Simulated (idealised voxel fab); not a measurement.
Process module, titled voxel lift off
The cross-section shown here is cut; it is 285 nm wide and divided into square cells measuring 5 nm on a side.
Format of a cross-section: grid, square cells. Given as bands. Order: top down. Band: one or more rows of cells.
Basically the band line says how high the top is and how high the bottom is, in nm, and then what's in it from left to right, every material with its width in nm. Empty space shows up as "blank", and if a single material carries "full width" it runs the full band edge to edge.
Heads up on the height convention: 0 is the point under which the incoming wafer is all one material, and the lowest band has no bottom, it just keeps going down, like "0 down".
Width spec "30->40" -> top row of cells at first value, bottom row at second value, equal per-row change in between.
Take "nothing different" at face value: in the step it is given for, the cross-section changed in none of its cells.
If an empty space has no open way to the top and is at least 8 cells in size, "Catalogued sealed voids" lists it, written width x height at distance, where distance is measured from the left edge and every value is in nm.
On a step's line, text after the settings is the simulator commenting on that step.
overlay nm: step with mask; distance mask lay right of planned place; negative value = left of planned place.

-- Steps in the process plan
1,RECEIVE, material Si
2,CONFORMAL_DEP, material Al2O3, thk nm 15
3,PATTERN, tone open, mask id LINES, material resist, width nm 25, pitch nm 40, thk nm 20, overlay nm 0
4,DIRECTIONAL_DEP, material Ru, thk nm 5
5,STRIP, etch materials resist
6,CONFORMAL_DEP, material SiO2, thk nm 10

-- As-received state of the wafer in cross-section, equivalent to post-step 1
	0 down = Si full width
	Catalogued sealed voids: none

-- Here's the cross-section of the first of our two wafers at the end of the module - it ran as planned
	30 to 25 = blank (100) / SiO2 (85) / blank (100)
	25 to 20 = SiO2 full width
	20 to 15 = SiO2 (110) / Ru (25) / SiO2 (15) / Ru (25) / SiO2 (110)
	15 to 0 = Al2O3 full width
	0 down = Si full width
	Catalogued sealed voids: none

-- Wafer two, sectioned after the module: the first wafer's start, the first wafer's plan, and one mistake in how it was run
	30 to 25 = blank (105) / SiO2 (85) / blank (95)
	25 to 20 = SiO2 full width
	20 to 15 = SiO2 (115) / Ru (25) / SiO2 (15) / Ru (25) / SiO2 (105)
	15 to 0 = Al2O3 full width
	0 down = Si full width
	Catalogued sealed voids: none
So what did we get wrong on this run? step 3 ran as: PATTERN, tone open, mask id LINES, material resist, width nm 25, pitch nm 40, thk nm 20, overlay nm 5
Tallied in cells, the final second wafer holds each material in the same quantity as the first, although not at the same places.
